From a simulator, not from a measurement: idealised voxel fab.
Title: Process Module voxel capacitor over wiring
The figure presents cross-section cut, which has a width of 205 nm and is divided into square cells with an edge length of 5 nm.
Cross-section format: a grid of square cells, given as bands from top to bottom; each band is one or more rows of cells.
Basically the band line says how high the top is and how high the bottom is, in nm, and then what's in it from left to right, every material with its width in nm. Empty space shows up as "blank", and if a single material carries "everywhere" it runs the full band edge to edge.
Basically, 0 is our baseline, since under it the wafer straight out of the box is all one material. The bottom band has no lower end and keeps on going down, so it looks like "0 -> down".
Think of "30->40" as a width that walks from the first number to the second as you go down the band, top row to bottom row, taking equal-sized steps from row to row.
When a step is marked "identical to before", none of the cells in the cross-section changed during that step.
The entry "Enclosed empty spaces" lists the empty spaces that cover at least 8 cells and have no open path to the top. Each is written as width x height at distance, where the distance is measured from the left edge and all three values are in nm.
The remark found on a step's line after its settings is issued by the simulator itself and pertains to that step.
overlay nm: mask offset rightward from planned place, masked step; negative means leftward offset.
## Process steps foreseen in the plan
step 1: op RECEIVE | material Si
step 2: op CONFORMAL_DEP | material SiO2 | thk nm 10
step 3: op DIRECTIONAL_DEP | material TiN | thk nm 5
step 4: op DIRECTIONAL_DEP | material W | thk nm 15
step 5: op MASKED_ETCH | tone cover | mask id METAL_1 | width nm 25 | pitch nm 90 | etch materials W | depth nm 15 | overlay nm 0
step 6: op MASKED_ETCH | tone cover | mask id METAL_1 | width nm 25 | pitch nm 90 | etch materials TiN | depth nm 5 | overlay nm 0
step 7: op FILL_DEP | material lowk | thk nm 10
step 8: op CMP | height nm 30
step 9: op CONFORMAL_DEP | material SiCN | thk nm 5
step 10: op DIRECTIONAL_DEP | material SiO2 | thk nm 10
step 11: op DIRECTIONAL_DEP | material aC | thk nm 15
step 12: op PATTERN | tone open | mask id PLUG_1 | material resist | width nm 15 | thk nm 30 | overlay nm 0
step 13: op DIRECTIONAL_ETCH | etch materials aC | depth nm 15
step 14: op STRIP | etch materials resist
step 15: op DIRECTIONAL_ETCH | etch materials SiO2 | depth nm 10
step 16: op DIRECTIONAL_ETCH | etch materials SiCN | depth nm 5
step 17: op STRIP | etch materials aC
step 18: op EPI | material Ru | thk nm 10
step 19: op EPI | material Ru | thk nm 5
step 20: op DIRECTIONAL_DEP | material TiN | thk nm 10
step 21: op DIRECTIONAL_DEP | material SiN | thk nm 5
step 22: op DIRECTIONAL_DEP | material TiN | thk nm 5
step 23: op PATTERN | tone cover | mask id UPPER_PLATE | material resist | width nm 70 | thk nm 15 | overlay nm 0
step 24: op DIRECTIONAL_ETCH | etch materials TiN | depth nm 5
step 25: op DIRECTIONAL_ETCH | etch materials SiN | depth nm 5
step 26: op STRIP | etch materials resist
step 27: op PATTERN | tone cover | mask id LOWER_PLATE | material resist | width nm 80 | thk nm 15 | overlay nm 0
step 28: op DIRECTIONAL_ETCH | etch materials TiN | depth nm 10
step 29: op STRIP | etch materials resist
step 30: op FILL_DEP | material SiO2 | thk nm 15
step 31: op CMP | height nm 75
step 32: op MASKED_ETCH | tone open | mask id PLUG_2 | width nm 15 | etch materials SiO2 | depth nm 10 | overlay nm 0
step 33: op CONFORMAL_DEP | material TiN | thk nm 5
step 34: op FILL_DEP | material Cu | thk nm 5
step 35: op CMP | height nm 75
step 36: op CONFORMAL_DEP | material SiN | thk nm 5
## The cross-section here shows the wafer as received, i.e. in its state after step 1
	0 -> down: Si everywhere
	Enclosed empty spaces: none
## Module complete - cross-section of the first of two wafers, run according to plan
	80 -> 75: SiN everywhere
	75 -> 70: SiO2: 65; TiN: 5; Cu: 5; TiN: 5; SiO2: 125
	70 -> 60: SiO2: 65->55; TiN: 15->70; SiO2: 125->80
	60 -> 55: SiO2: 55; SiN: 70; SiO2: 80
	55 -> 45: SiO2: 50; TiN: 80; SiO2: 75
	45 -> 35: SiO2: 55; Ru: 15; SiO2: 135
	35 -> 30: SiCN: 55; Ru: 15; SiCN: 135
	30 -> 15: lowk: 45; W: 25; lowk: 65; W: 25; lowk: 45
	15 -> 10: lowk: 45; TiN: 25; lowk: 65; TiN: 25; lowk: 45
	10 -> 0: SiO2 everywhere
	0 -> down: Si everywhere
	Enclosed empty spaces: none
## This is the second of the two wafers, cross-sectioned at the end of the module; it started exactly like the first and was given the same plan, but it was run with one mistake
	80 -> 75: Ru everywhere
	75 -> 70: SiO2: 65; TiN: 5; Cu: 5; TiN: 5; SiO2: 125
	70 -> 60: SiO2: 65->55; TiN: 15->70; SiO2: 125->80
	60 -> 55: SiO2: 55; SiN: 70; SiO2: 80
	55 -> 45: SiO2: 50; TiN: 80; SiO2: 75
	45 -> 35: SiO2: 55; Ru: 15; SiO2: 135
	35 -> 30: SiCN: 55; Ru: 15; SiCN: 135
	30 -> 15: lowk: 45; W: 25; lowk: 65; W: 25; lowk: 45
	15 -> 10: lowk: 45; TiN: 25; lowk: 65; TiN: 25; lowk: 45
	10 -> 0: SiO2 everywhere
	0 -> down: Si everywhere
	Enclosed empty spaces: none
Here's what went sideways: heads up, step 36 didn't go per plan, it actually ran as op CONFORMAL_DEP | material Ru | thk nm 5
Final comparison by cell count, materials where the second wafer has more or fewer than the first: +41 Ru | -41 SiN
